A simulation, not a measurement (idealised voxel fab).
Process module in this document: voxel wiring stack
We display cut, a cross-section 250 nm in width whose square cells are each 5 nm.
Cross-section format: a grid of square cells, given as bands from top to bottom; each band is one or more rows of cells.
The entry gives the band's vertical extent as a top height and a bottom height in nm, then its horizontal make-up as materials from left to right, each with a width in nm. "blank" stands for empty space; a single material marked "full width" fills the band edge to edge.
Basically, 0 is our baseline, since under it the wafer straight out of the box is all one material. The bottom band has no lower end and keeps on going down, so it looks like "0 down".
You'd read "30->40" like this: the band's top row of cells is as wide as the first number, its bottom row is as wide as the second, and going down, every row changes width by the same amount as the row before did.
It should be understood that the words "no alteration", when stated for a given step, signify that the cross-section underwent no change in any of its cells during that step.
Entry "Closed void listing". Content: empty spaces with no open connection to the top, size 8 cells or greater. Each: width x height at distance. Distance: from left edge. Unit: nm.
Note: text after step settings on the step line = simulator remark on that step.
A step's line can hold "overlay nm"; with a mask on that step, the setting says how far right of the planned place the mask lay, while a negative setting says it lay to the left.

-- These are the steps we planned for the process
1 RECEIVE,material Si
2 CONFORMAL_DEP,material SiO2,thk nm 10
3 CONFORMAL_DEP,material SiN,thk nm 5
4 DIRECTIONAL_DEP,material lowk,thk nm 15
5 PATTERN,tone open,mask id METAL_1,material resist,width nm 20,pitch nm 35,thk nm 20,overlay nm 0
6 DIRECTIONAL_ETCH,etch materials lowk,depth nm 15
7 DIRECTIONAL_ETCH,etch materials SiN,depth nm 5
8 STRIP,etch materials resist
9 CONFORMAL_DEP,material TiN,thk nm 5
10 FILL_DEP,material Ru,thk nm 10
11 CMP,height nm 30
12 EPI,material Ru,thk nm 5
13 FILL_DEP,material SiCN,thk nm 5
14 DIRECTIONAL_DEP,material lowk,thk nm 10
15 DIRECTIONAL_DEP,material aC,thk nm 15
16 PATTERN,tone open,mask id PLUG_1,material resist,width nm 15,pitch nm 70,thk nm 30,overlay nm 0
17 DIRECTIONAL_ETCH,etch materials aC,depth nm 15
18 STRIP,etch materials resist
19 DIRECTIONAL_ETCH,etch materials lowk,depth nm 10
20 DIRECTIONAL_ETCH,etch materials SiCN,depth nm 5
21 STRIP,etch materials aC
22 EPI,material Ru,thk nm 10
23 EPI,material Ru,thk nm 5
24 DIRECTIONAL_DEP,material TiN,thk nm 5
25 DIRECTIONAL_DEP,material W,thk nm 15
26 MASKED_ETCH,tone cover,mask id METAL_2,width nm 20,pitch nm 35,etch materials W,depth nm 15,overlay nm 0
27 MASKED_ETCH,tone cover,mask id METAL_2,width nm 20,pitch nm 35,etch materials TiN,depth nm 5,overlay nm 0
28 CONFORMAL_DEP,material SiCN,thk nm 5
29 FILL_DEP,material lowk,thk nm 10
30 CMP,height nm 70
31 CONFORMAL_DEP,material SiCN,thk nm 5
32 DIRECTIONAL_DEP,material lowk,thk nm 15
33 PATTERN,tone open,mask id PLUG_2,material resist,width nm 15,pitch nm 35,thk nm 20,overlay nm 0
34 DIRECTIONAL_ETCH,etch materials lowk,depth nm 15
35 DIRECTIONAL_ETCH,etch materials SiCN,depth nm 5
36 STRIP,etch materials resist
37 CONFORMAL_DEP,material TiN,thk nm 5
38 FILL_DEP,material Ru,thk nm 10
39 CMP,height nm 90
40 DIRECTIONAL_DEP,material TiN,thk nm 5
41 DIRECTIONAL_DEP,material W,thk nm 25
42 PATTERN,tone cover,mask id METAL_3,material resist,width nm 20,pitch nm 35,thk nm 20,overlay nm 0
43 DIRECTIONAL_ETCH,etch materials W,depth nm 25
44 DIRECTIONAL_ETCH,etch materials TiN,depth nm 5
45 STRIP,etch materials resist
46 FILL_DEP,material SiO2,thk nm 10
47 CMP,height nm 120
48 CONFORMAL_DEP,material SiCN,thk nm 5

-- First out of two wafers; run went to plan

-- Wafer as received: cross-section following step 1
- 0 down: Si full width
- Closed void listing: none

-- Wafer section view after processing step 2
- 10 to 0: SiO2 full width
- below 0: unchanged

-- Wafer section view after processing step 3
- 15 to 10: SiN full width
- below 10: unchanged

-- Wafer section view after processing step 4
- 30 to 15: lowk full width
- below 15: unchanged

-- Wafer section view after processing step 5
- 50 to 30: resist (60) / blank (20) / resist (15) / blank (20) / resist (15) / blank (20) / resist (15) / blank (20) / resist (65)
- below 30: unchanged

-- Wafer section view after processing step 6
- 50 to 30: resist (60) / blank (20) / resist (15) / blank (20) / resist (15) / blank (20) / resist (15) / blank (20) / resist (65)
- 30 to 15: lowk (60) / blank (20) / lowk (15) / blank (20) / lowk (15) / blank (20) / lowk (15) / blank (20) / lowk (65)
- below 15: unchanged

-- Wafer section view after processing step 7
- 50 to 30: resist (60) / blank (20) / resist (15) / blank (20) / resist (15) / blank (20) / resist (15) / blank (20) / resist (65)
- 30 to 15: lowk (60) / blank (20) / lowk (15) / blank (20) / lowk (15) / blank (20) / lowk (15) / blank (20) / lowk (65)
- 15 to 10: SiN (60) / blank (20) / SiN (15) / blank (20) / SiN (15) / blank (20) / SiN (15) / blank (20) / SiN (65)
- below 10: unchanged

-- Wafer section view after processing step 8
- 30 to 15: lowk (60) / blank (20) / lowk (15) / blank (20) / lowk (15) / blank (20) / lowk (15) / blank (20) / lowk (65)
- below 15: unchanged

-- Wafer section view after processing step 9
- 35 to 30: TiN (65) / blank (10) / TiN (25) / blank (10) / TiN (25) / blank (10) / TiN (25) / blank (10) / TiN (70)
- 30 to 15: lowk (60) / TiN (5) / blank (10) / TiN (5) / lowk (15) / TiN (5) / blank (10) / TiN (5) / lowk (15) / TiN (5) / blank (10) / TiN (5) / lowk (15) / TiN (5) / blank (10) / TiN (5) / lowk (65)
- 15 to 10: SiN (60) / TiN (20) / SiN (15) / TiN (20) / SiN (15) / TiN (20) / SiN (15) / TiN (20) / SiN (65)
- below 10: unchanged

-- Wafer section view after processing step 10
- 45 to 35: Ru full width
- 35 to 30: TiN (65) / Ru (10) / TiN (25) / Ru (10) / TiN (25) / Ru (10) / TiN (25) / Ru (10) / TiN (70)
- 30 to 15: lowk (60) / TiN (5) / Ru (10) / TiN (5) / lowk (15) / TiN (5) / Ru (10) / TiN (5) / lowk (15) / TiN (5) / Ru (10) / TiN (5) / lowk (15) / TiN (5) / Ru (10) / TiN (5) / lowk (65)
- below 15: unchanged

-- Wafer section view after processing step 11
- 30 to 15: lowk (60) / TiN (5) / Ru (10) / TiN (5) / lowk (15) / TiN (5) / Ru (10) / TiN (5) / lowk (15) / TiN (5) / Ru (10) / TiN (5) / lowk (15) / TiN (5) / Ru (10) / TiN (5) / lowk (65)
- below 15: unchanged

-- Wafer section view after processing step 12
- 35 to 30: blank (55) / Ru (30) / blank (5) / Ru (30) / blank (5) / Ru (30) / blank (5) / Ru (30) / blank (60)
- below 30: unchanged

-- Wafer section view after processing step 13
- 40 to 35: SiCN full width
- 35 to 30: SiCN (55) / Ru (30) / SiCN (5) / Ru (30) / SiCN (5) / Ru (30) / SiCN (5) / Ru (30) / SiCN (60)
- below 30: unchanged

-- Wafer section view after processing step 14
- 50 to 40: lowk full width
- below 40: unchanged

-- Wafer section view after processing step 15
- 65 to 50: aC full width
- below 50: unchanged

-- Wafer section view after processing step 16
- 95 to 65: resist (60) / blank (15) / resist (55) / blank (15) / resist (105)
- below 65: unchanged

-- Wafer section view after processing step 17
- 80 to 65: resist (60) / blank (15) / resist (55) / blank (15) / resist (105)
- 65 to 50: aC (60) / blank (15) / aC (55) / blank (15) / aC (105)
- below 50: unchanged

-- Wafer section view after processing step 18
- 65 to 50: aC (60) / blank (15) / aC (55) / blank (15) / aC (105)
- below 50: unchanged

-- Wafer section view after processing step 19
- 65 to 50: aC (60) / blank (15) / aC (55) / blank (15) / aC (105)
- 50 to 40: lowk (60) / blank (15) / lowk (55) / blank (15) / lowk (105)
- below 40: unchanged

-- Wafer section view after processing step 20
- 65 to 50: aC (60) / blank (15) / aC (55) / blank (15) / aC (105)
- 50 to 40: lowk (60) / blank (15) / lowk (55) / blank (15) / lowk (105)
- 40 to 35: SiCN (60) / blank (15) / SiCN (55) / blank (15) / SiCN (105)
- below 35: unchanged

-- Wafer section view after processing step 21
- 50 to 40: lowk (60) / blank (15) / lowk (55) / blank (15) / lowk (105)
- below 40: unchanged

-- Wafer section view after processing step 22
- 50 to 45: lowk (60) / blank (15) / lowk (55) / blank (15) / lowk (105)
- 45 to 40: lowk (60) / Ru (15) / lowk (55) / Ru (15) / lowk (105)
- 40 to 35: SiCN (60) / Ru (15) / SiCN (55) / Ru (15) / SiCN (105)
- below 35: unchanged

-- Wafer section view after processing step 23
- 50 to 40: lowk (60) / Ru (15) / lowk (55) / Ru (15) / lowk (105)
- below 40: unchanged

-- Wafer section view after processing step 24
- 55 to 50: TiN full width
- below 50: unchanged

-- Wafer section view after processing step 25
- 70 to 55: W full width
- below 55: unchanged

-- Wafer section view after processing step 26
- 70 to 55: blank (60) / W (20) / blank (15) / W (20) / blank (15) / W (20) / blank (15) / W (20) / blank (65)
- below 55: unchanged

-- Wafer section view after processing step 27
- 70 to 55: blank (60) / W (20) / blank (15) / W (20) / blank (15) / W (20) / blank (15) / W (20) / blank (65)
- 55 to 50: blank (60) / TiN (20) / blank (15) / TiN (20) / blank (15) / TiN (20) / blank (15) / TiN (20) / blank (65)
- below 50: unchanged

-- Wafer section view after processing step 28
- 75 to 70: blank (55) / SiCN (30) / blank (5) / SiCN (30) / blank (5) / SiCN (30) / blank (5) / SiCN (30) / blank (60)
- 70 to 55: blank (55) / SiCN (5) / W (20) / SiCN (5) / blank (5) / SiCN (5) / W (20) / SiCN (5) / blank (5) / SiCN (5) / W (20) / SiCN (5) / blank (5) / SiCN (5) / W (20) / SiCN (5) / blank (60)
- 55 to 50: SiCN (60) / TiN (20) / SiCN (15) / TiN (20) / SiCN (15) / TiN (20) / SiCN (15) / TiN (20) / SiCN (65)
- below 50: unchanged

-- Wafer section view after processing step 29
- 85 to 75: lowk full width
- 75 to 70: lowk (55) / SiCN (30) / lowk (5) / SiCN (30) / lowk (5) / SiCN (30) / lowk (5) / SiCN (30) / lowk (60)
- 70 to 55: lowk (55) / SiCN (5) / W (20) / SiCN (5) / lowk (5) / SiCN (5) / W (20) / SiCN (5) / lowk (5) / SiCN (5) / W (20) / SiCN (5) / lowk (5) / SiCN (5) / W (20) / SiCN (5) / lowk (60)
- below 55: unchanged

-- Wafer section view after processing step 30
- 70 to 55: lowk (55) / SiCN (5) / W (20) / SiCN (5) / lowk (5) / SiCN (5) / W (20) / SiCN (5) / lowk (5) / SiCN (5) / W (20) / SiCN (5) / lowk (5) / SiCN (5) / W (20) / SiCN (5) / lowk (60)
- below 55: unchanged

-- Wafer section view after processing step 31
- 75 to 70: SiCN full width
- below 70: unchanged

-- Wafer section view after processing step 32
- 90 to 75: lowk full width
- below 75: unchanged

-- Wafer section view after processing step 33
- 110 to 90: resist (60) / blank (15) / resist (20) / blank (15) / resist (20) / blank (15) / resist (20) / blank (15) / resist (70)
- below 90: unchanged

-- Wafer section view after processing step 34
- 110 to 90: resist (60) / blank (15) / resist (20) / blank (15) / resist (20) / blank (15) / resist (20) / blank (15) / resist (70)
- 90 to 75: lowk (60) / blank (15) / lowk (20) / blank (15) / lowk (20) / blank (15) / lowk (20) / blank (15) / lowk (70)
- below 75: unchanged

-- Wafer section view after processing step 35
- 110 to 90: resist (60) / blank (15) / resist (20) / blank (15) / resist (20) / blank (15) / resist (20) / blank (15) / resist (70)
- 90 to 75: lowk (60) / blank (15) / lowk (20) / blank (15) / lowk (20) / blank (15) / lowk (20) / blank (15) / lowk (70)
- 75 to 70: SiCN (60) / blank (15) / SiCN (20) / blank (15) / SiCN (20) / blank (15) / SiCN (20) / blank (15) / SiCN (70)
- below 70: unchanged

-- Wafer section view after processing step 36
- 90 to 75: lowk (60) / blank (15) / lowk (20) / blank (15) / lowk (20) / blank (15) / lowk (20) / blank (15) / lowk (70)
- below 75: unchanged

-- Wafer section view after processing step 37
- 95 to 90: TiN (65) / blank (5) / TiN (30) / blank (5) / TiN (30) / blank (5) / TiN (30) / blank (5) / TiN (75)
- 90 to 75: lowk (60) / TiN (5) / blank (5) / TiN (5) / lowk (20) / TiN (5) / blank (5) / TiN (5) / lowk (20) / TiN (5) / blank (5) / TiN (5) / lowk (20) / TiN (5) / blank (5) / TiN (5) / lowk (70)
- 75 to 70: SiCN (60) / TiN (15) / SiCN (20) / TiN (15) / SiCN (20) / TiN (15) / SiCN (20) / TiN (15) / SiCN (70)
- below 70: unchanged

-- Wafer section view after processing step 38
- 105 to 95: Ru full width
- 95 to 90: TiN (65) / Ru (5) / TiN (30) / Ru (5) / TiN (30) / Ru (5) / TiN (30) / Ru (5) / TiN (75)
- 90 to 75: lowk (60) / TiN (5) / Ru (5) / TiN (5) / lowk (20) / TiN (5) / Ru (5) / TiN (5) / lowk (20) / TiN (5) / Ru (5) / TiN (5) / lowk (20) / TiN (5) / Ru (5) / TiN (5) / lowk (70)
- below 75: unchanged

-- Wafer section view after processing step 39
- 90 to 75: lowk (60) / TiN (5) / Ru (5) / TiN (5) / lowk (20) / TiN (5) / Ru (5) / TiN (5) / lowk (20) / TiN (5) / Ru (5) / TiN (5) / lowk (20) / TiN (5) / Ru (5) / TiN (5) / lowk (70)
- below 75: unchanged

-- Wafer section view after processing step 40
- 95 to 90: TiN full width
- below 90: unchanged

-- Wafer section view after processing step 41
- 120 to 95: W full width
- below 95: unchanged

-- Wafer section view after processing step 42
- 140 to 120: blank (60) / resist (20) / blank (15) / resist (20) / blank (15) / resist (20) / blank (15) / resist (20) / blank (65)
- below 120: unchanged

-- Wafer section view after processing step 43
- 140 to 120: blank (60) / resist (20) / blank (15) / resist (20) / blank (15) / resist (20) / blank (15) / resist (20) / blank (65)
- 120 to 95: blank (60) / W (20) / blank (15) / W (20) / blank (15) / W (20) / blank (15) / W (20) / blank (65)
- below 95: unchanged

-- Wafer section view after processing step 44
- 140 to 120: blank (60) / resist (20) / blank (15) / resist (20) / blank (15) / resist (20) / blank (15) / resist (20) / blank (65)
- 120 to 95: blank (60) / W (20) / blank (15) / W (20) / blank (15) / W (20) / blank (15) / W (20) / blank (65)
- 95 to 90: blank (60) / TiN (20) / blank (15) / TiN (20) / blank (15) / TiN (20) / blank (15) / TiN (20) / blank (65)
- below 90: unchanged

-- Wafer section view after processing step 45
- 120 to 95: blank (60) / W (20) / blank (15) / W (20) / blank (15) / W (20) / blank (15) / W (20) / blank (65)
- below 95: unchanged

-- Wafer section view after processing step 46
- 130 to 120: SiO2 full width
- 120 to 95: SiO2 (60) / W (20) / SiO2 (15) / W (20) / SiO2 (15) / W (20) / SiO2 (15) / W (20) / SiO2 (65)
- 95 to 90: SiO2 (60) / TiN (20) / SiO2 (15) / TiN (20) / SiO2 (15) / TiN (20) / SiO2 (15) / TiN (20) / SiO2 (65)
- below 90: unchanged

-- Wafer section view after processing step 47
- 120 to 95: SiO2 (60) / W (20) / SiO2 (15) / W (20) / SiO2 (15) / W (20) / SiO2 (15) / W (20) / SiO2 (65)
- below 95: unchanged

-- Wafer section view after processing step 48
- 125 to 120: SiCN full width
- below 120: unchanged

-- Wafer two of two - same starting point, same process plan, one mistake in execution; matches wafer one up to and including step 23

Second wafer: cross-section at the scheduled end of step 24: no alteration

-- Second wafer: cross-section at the scheduled end of step 25
- 65 to 50: W full width
- below 50: unchanged

-- Second wafer: cross-section at the scheduled end of step 26
- 65 to 50: blank (60) / W (20) / blank (15) / W (20) / blank (15) / W (20) / blank (15) / W (20) / blank (65)
- below 50: unchanged

Second wafer: cross-section at the scheduled end of step 27: no alteration

-- Second wafer: cross-section at the scheduled end of step 28
- 70 to 65: blank (55) / SiCN (30) / blank (5) / SiCN (30) / blank (5) / SiCN (30) / blank (5) / SiCN (30) / blank (60)
- 65 to 55: blank (55) / SiCN (5) / W (20) / SiCN (5) / blank (5) / SiCN (5) / W (20) / SiCN (5) / blank (5) / SiCN (5) / W (20) / SiCN (5) / blank (5) / SiCN (5) / W (20) / SiCN (5) / blank (60)
- 55 to 50: SiCN (60) / W (20) / SiCN (15) / W (20) / SiCN (15) / W (20) / SiCN (15) / W (20) / SiCN (65)
- below 50: unchanged

-- Second wafer: cross-section at the scheduled end of step 29
- 80 to 70: lowk full width
- 70 to 65: lowk (55) / SiCN (30) / lowk (5) / SiCN (30) / lowk (5) / SiCN (30) / lowk (5) / SiCN (30) / lowk (60)
- 65 to 55: lowk (55) / SiCN (5) / W (20) / SiCN (5) / lowk (5) / SiCN (5) / W (20) / SiCN (5) / lowk (5) / SiCN (5) / W (20) / SiCN (5) / lowk (5) / SiCN (5) / W (20) / SiCN (5) / lowk (60)
- below 55: unchanged

-- Second wafer: cross-section at the scheduled end of step 30
- 70 to 65: lowk (55) / SiCN (30) / lowk (5) / SiCN (30) / lowk (5) / SiCN (30) / lowk (5) / SiCN (30) / lowk (60)
- below 65: unchanged

-- Second wafer: cross-section at the scheduled end of step 31
- 75 to 70: SiCN full width
- below 70: unchanged

-- Second wafer: cross-section at the scheduled end of step 32
- 90 to 75: lowk full width
- below 75: unchanged

-- Second wafer: cross-section at the scheduled end of step 33
- 110 to 90: resist (60) / blank (15) / resist (20) / blank (15) / resist (20) / blank (15) / resist (20) / blank (15) / resist (70)
- below 90: unchanged

-- Second wafer: cross-section at the scheduled end of step 34
- 110 to 90: resist (60) / blank (15) / resist (20) / blank (15) / resist (20) / blank (15) / resist (20) / blank (15) / resist (70)
- 90 to 75: lowk (60) / blank (15) / lowk (20) / blank (15) / lowk (20) / blank (15) / lowk (20) / blank (15) / lowk (70)
- below 75: unchanged

-- Second wafer: cross-section at the scheduled end of step 35
- 110 to 90: resist (60) / blank (15) / resist (20) / blank (15) / resist (20) / blank (15) / resist (20) / blank (15) / resist (70)
- 90 to 75: lowk (60) / blank (15) / lowk (20) / blank (15) / lowk (20) / blank (15) / lowk (20) / blank (15) / lowk (70)
- 75 to 70: SiCN (60) / blank (15) / SiCN (20) / blank (15) / SiCN (20) / blank (15) / SiCN (20) / blank (15) / SiCN (70)
- below 70: unchanged

-- Second wafer: cross-section at the scheduled end of step 36
- 90 to 75: lowk (60) / blank (15) / lowk (20) / blank (15) / lowk (20) / blank (15) / lowk (20) / blank (15) / lowk (70)
- below 75: unchanged

-- Second wafer: cross-section at the scheduled end of step 37
- 95 to 90: TiN (65) / blank (5) / TiN (30) / blank (5) / TiN (30) / blank (5) / TiN (30) / blank (5) / TiN (75)
- 90 to 75: lowk (60) / TiN (5) / blank (5) / TiN (5) / lowk (20) / TiN (5) / blank (5) / TiN (5) / lowk (20) / TiN (5) / blank (5) / TiN (5) / lowk (20) / TiN (5) / blank (5) / TiN (5) / lowk (70)
- 75 to 70: SiCN (60) / TiN (15) / SiCN (20) / TiN (15) / SiCN (20) / TiN (15) / SiCN (20) / TiN (15) / SiCN (70)
- below 70: unchanged

-- Second wafer: cross-section at the scheduled end of step 38
- 105 to 95: Ru full width
- 95 to 90: TiN (65) / Ru (5) / TiN (30) / Ru (5) / TiN (30) / Ru (5) / TiN (30) / Ru (5) / TiN (75)
- 90 to 75: lowk (60) / TiN (5) / Ru (5) / TiN (5) / lowk (20) / TiN (5) / Ru (5) / TiN (5) / lowk (20) / TiN (5) / Ru (5) / TiN (5) / lowk (20) / TiN (5) / Ru (5) / TiN (5) / lowk (70)
- below 75: unchanged

-- Second wafer: cross-section at the scheduled end of step 39
- 90 to 75: lowk (60) / TiN (5) / Ru (5) / TiN (5) / lowk (20) / TiN (5) / Ru (5) / TiN (5) / lowk (20) / TiN (5) / Ru (5) / TiN (5) / lowk (20) / TiN (5) / Ru (5) / TiN (5) / lowk (70)
- below 75: unchanged

-- Second wafer: cross-section at the scheduled end of step 40
- 95 to 90: TiN full width
- below 90: unchanged

-- Second wafer: cross-section at the scheduled end of step 41
- 120 to 95: W full width
- below 95: unchanged

-- Second wafer: cross-section at the scheduled end of step 42
- 140 to 120: blank (60) / resist (20) / blank (15) / resist (20) / blank (15) / resist (20) / blank (15) / resist (20) / blank (65)
- below 120: unchanged

-- Second wafer: cross-section at the scheduled end of step 43
- 140 to 120: blank (60) / resist (20) / blank (15) / resist (20) / blank (15) / resist (20) / blank (15) / resist (20) / blank (65)
- 120 to 95: blank (60) / W (20) / blank (15) / W (20) / blank (15) / W (20) / blank (15) / W (20) / blank (65)
- below 95: unchanged

-- Second wafer: cross-section at the scheduled end of step 44
- 140 to 120: blank (60) / resist (20) / blank (15) / resist (20) / blank (15) / resist (20) / blank (15) / resist (20) / blank (65)
- 120 to 95: blank (60) / W (20) / blank (15) / W (20) / blank (15) / W (20) / blank (15) / W (20) / blank (65)
- 95 to 90: blank (60) / TiN (20) / blank (15) / TiN (20) / blank (15) / TiN (20) / blank (15) / TiN (20) / blank (65)
- below 90: unchanged

-- Second wafer: cross-section at the scheduled end of step 45
- 120 to 95: blank (60) / W (20) / blank (15) / W (20) / blank (15) / W (20) / blank (15) / W (20) / blank (65)
- below 95: unchanged

-- Second wafer: cross-section at the scheduled end of step 46
- 130 to 120: SiO2 full width
- 120 to 95: SiO2 (60) / W (20) / SiO2 (15) / W (20) / SiO2 (15) / W (20) / SiO2 (15) / W (20) / SiO2 (65)
- 95 to 90: SiO2 (60) / TiN (20) / SiO2 (15) / TiN (20) / SiO2 (15) / TiN (20) / SiO2 (15) / TiN (20) / SiO2 (65)
- below 90: unchanged

-- Second wafer: cross-section at the scheduled end of step 47
- 120 to 95: SiO2 (60) / W (20) / SiO2 (15) / W (20) / SiO2 (15) / W (20) / SiO2 (15) / W (20) / SiO2 (65)
- below 95: unchanged

-- Second wafer: cross-section at the scheduled end of step 48
- 125 to 120: SiCN full width
- below 120: unchanged
What was the processing mistake? step 24 was left out
In the final state, the cell counts of the second wafer exceed or fall short of those of the first for the following materials: +16 SiCN | -16 TiN
